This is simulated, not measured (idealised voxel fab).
The document below concerns the process module designated voxel gate over fins.
It is cross-section cut that appears here, measuring 230 nm in width, its square cells being 5 nm in size.
If you're reading a cross-section in this doc, picture square cells in a grid; it comes to you as bands, top ones listed first down to the bottom, and a band can be one or more rows of cells.
The entry gives the band's vertical extent as a top height and a bottom height in nm, then its horizontal make-up as materials from left to right, each with a width in nm. "air" stands for empty space; a single material marked "edge to edge" fills the band edge to edge.
Note: height 0 marks the level under which the wafer is uniformly one material as received. Lowest band unbounded below, written "z 0 and below".
Width "30 to 40": first value at the band's top row of cells, second value at its bottom row, equal change from row to row.
"no change occurred" means the step left every cell of the cross-section as it was.
"Enclosed void listing" enumerates empty spaces isolated from the top, with no open way to it, that contain at least 8 cells, giving each as width x height at distance from the left edge, all three in nm.
The remark found on a step's line after its settings is issued by the simulator itself and pertains to that step.
A step's line can hold "overlay nm"; with a mask on that step, the setting says how far right of the planned place the mask lay, while a negative setting says it lay to the left.
# Steps in the process plan
1) RECEIVE with material Si
2) CONFORMAL_DEP with material SiN, thk nm 5
3) MASKED_ETCH with tone cover, mask id FINS, width nm 15, pitch nm 35, etch materials SiN, depth nm 5, overlay nm 0
4) MASKED_ETCH with tone cover, mask id FINS, width nm 15, pitch nm 35, etch materials Si, depth nm 40, overlay nm 0
5) OXIDIZE with depth nm 5
6) FILL_DEP with material SiO2, thk nm 10
7) CMP with height nm 5
8) SELECTIVE_ETCH with etch materials SiO2, depth nm 20
9) STRIP with etch materials SiN
10) CONFORMAL_DEP with material HfO2, thk nm 5
11) CONFORMAL_DEP with material TiN, thk nm 5
12) FILL_DEP with material W, thk nm 15
13) CMP with height nm 20
14) CONFORMAL_DEP with material SiCN, thk nm 5
# Of two wafers, the first: run according to plan
# So this is the incoming wafer in cross-section - it's already been through step 1
> z 0 and below | Si edge to edge
> Enclosed void listing: none
# Wafer section view after processing step 2
> z 5 to 0 | SiN edge to edge
> below 0: unchanged
# Wafer section view after processing step 3
> z 5 to 0 | 70 air, 15 SiN, 20 air, 15 SiN, 20 air, 15 SiN, 75 air
> below 0: unchanged
# Wafer section view after processing step 4
> z 5 to 0 | 70 air, 15 SiN, 20 air, 15 SiN, 20 air, 15 SiN, 75 air
> z 0 to -40 | 70 air, 15 Si, 20 air, 15 Si, 20 air, 15 Si, 75 air
> below -40: unchanged
# Wafer section view after processing step 5
> z 5 to 0 | 70 air, 15 SiN, 20 air, 15 SiN, 20 air, 15 SiN, 75 air
> z 0 to -40 | 70 air, 5 SiO2, 5 Si, 5 SiO2, 20 air, 5 SiO2, 5 Si, 5 SiO2, 20 air, 5 SiO2, 5 Si, 5 SiO2, 75 air
> z -40 to -45 | 75 SiO2, 5 Si, 30 SiO2, 5 Si, 30 SiO2, 5 Si, 80 SiO2
> below -45: unchanged
# Wafer section view after processing step 6
> z 15 to 5 | SiO2 edge to edge
> z 5 to 0 | 70 SiO2, 15 SiN, 20 SiO2, 15 SiN, 20 SiO2, 15 SiN, 75 SiO2
> z 0 to -45 | 75 SiO2, 5 Si, 30 SiO2, 5 Si, 30 SiO2, 5 Si, 80 SiO2
> below -45: unchanged
# Wafer section view after processing step 7
> z 5 to 0 | 70 SiO2, 15 SiN, 20 SiO2, 15 SiN, 20 SiO2, 15 SiN, 75 SiO2
> below 0: unchanged
# Wafer section view after processing step 8
> z 5 to 0 | 70 air, 15 SiN, 20 air, 15 SiN, 20 air, 15 SiN, 75 air
> z 0 to -15 | 75 air, 5 Si, 30 air, 5 Si, 30 air, 5 Si, 80 air
> below -15: unchanged
# Wafer section view after processing step 9
> z 0 to -15 | 75 air, 5 Si, 30 air, 5 Si, 30 air, 5 Si, 80 air
> below -15: unchanged
# Wafer section view after processing step 10
> z 5 to 0 | 70 air, 15 HfO2, 20 air, 15 HfO2, 20 air, 15 HfO2, 75 air
> z 0 to -10 | 70 air, 5 HfO2, 5 Si, 5 HfO2, 20 air, 5 HfO2, 5 Si, 5 HfO2, 20 air, 5 HfO2, 5 Si, 5 HfO2, 75 air
> z -10 to -15 | 75 HfO2, 5 Si, 30 HfO2, 5 Si, 30 HfO2, 5 Si, 80 HfO2
> below -15: unchanged
# Wafer section view after processing step 11
> z 10 to 5 | 65 air, 25 TiN, 10 air, 25 TiN, 10 air, 25 TiN, 70 air
> z 5 to 0 | 65 air, 5 TiN, 15 HfO2, 5 TiN, 10 air, 5 TiN, 15 HfO2, 5 TiN, 10 air, 5 TiN, 15 HfO2, 5 TiN, 70 air
> z 0 to -5 | 65 air, 5 TiN, 5 HfO2, 5 Si, 5 HfO2, 5 TiN, 10 air, 5 TiN, 5 HfO2, 5 Si, 5 HfO2, 5 TiN, 10 air, 5 TiN, 5 HfO2, 5 Si, 5 HfO2, 5 TiN, 70 air
> z -5 to -10 | 70 TiN, 5 HfO2, 5 Si, 5 HfO2, 20 TiN, 5 HfO2, 5 Si, 5 HfO2, 20 TiN, 5 HfO2, 5 Si, 5 HfO2, 75 TiN
> below -10: unchanged
# Wafer section view after processing step 12
> z 25 to 10 | W edge to edge
> z 10 to 5 | 65 W, 25 TiN, 10 W, 25 TiN, 10 W, 25 TiN, 70 W
> z 5 to 0 | 65 W, 5 TiN, 15 HfO2, 5 TiN, 10 W, 5 TiN, 15 HfO2, 5 TiN, 10 W, 5 TiN, 15 HfO2, 5 TiN, 70 W
> z 0 to -5 | 65 W, 5 TiN, 5 HfO2, 5 Si, 5 HfO2, 5 TiN, 10 W, 5 TiN, 5 HfO2, 5 Si, 5 HfO2, 5 TiN, 10 W, 5 TiN, 5 HfO2, 5 Si, 5 HfO2, 5 TiN, 70 W
> below -5: unchanged
# Wafer section view after processing step 13
> z 20 to 10 | W edge to edge
> below 10: unchanged
# Wafer section view after processing step 14
> z 25 to 20 | SiCN edge to edge
> below 20: unchanged
# Okay, second wafer. Nothing different at the start, nothing different in the plan, just one mistake somewhere in the running. As far as step 9, counting that step, it's the first wafer all over again
Second wafer, section view, time point: scheduled end of step 10: no change occurred
# Second wafer, section view, time point: scheduled end of step 11
> z 5 to 0 | 70 air, 15 TiN, 20 air, 15 TiN, 20 air, 15 TiN, 75 air
> z 0 to -10 | 70 air, 5 TiN, 5 Si, 5 TiN, 20 air, 5 TiN, 5 Si, 5 TiN, 20 air, 5 TiN, 5 Si, 5 TiN, 75 air
> z -10 to -15 | 75 TiN, 5 Si, 30 TiN, 5 Si, 30 TiN, 5 Si, 80 TiN
> below -15: unchanged
# Second wafer, section view, time point: scheduled end of step 12
> z 20 to 5 | W edge to edge
> z 5 to 0 | 70 W, 15 TiN, 20 W, 15 TiN, 20 W, 15 TiN, 75 W
> z 0 to -10 | 70 W, 5 TiN, 5 Si, 5 TiN, 20 W, 5 TiN, 5 Si, 5 TiN, 20 W, 5 TiN, 5 Si, 5 TiN, 75 W
> below -10: unchanged
Second wafer, section view, time point: scheduled end of step 13: no change occurred
# Second wafer, section view, time point: scheduled end of step 14
> z 25 to 20 | SiCN edge to edge
> below 20: unchanged
What went wrong in running the wafer? skipped: plan step 10 (never run)
Final cells, second wafer relative to first, materials higher or lower: 64 fewer of HfO2 | 64 more of W
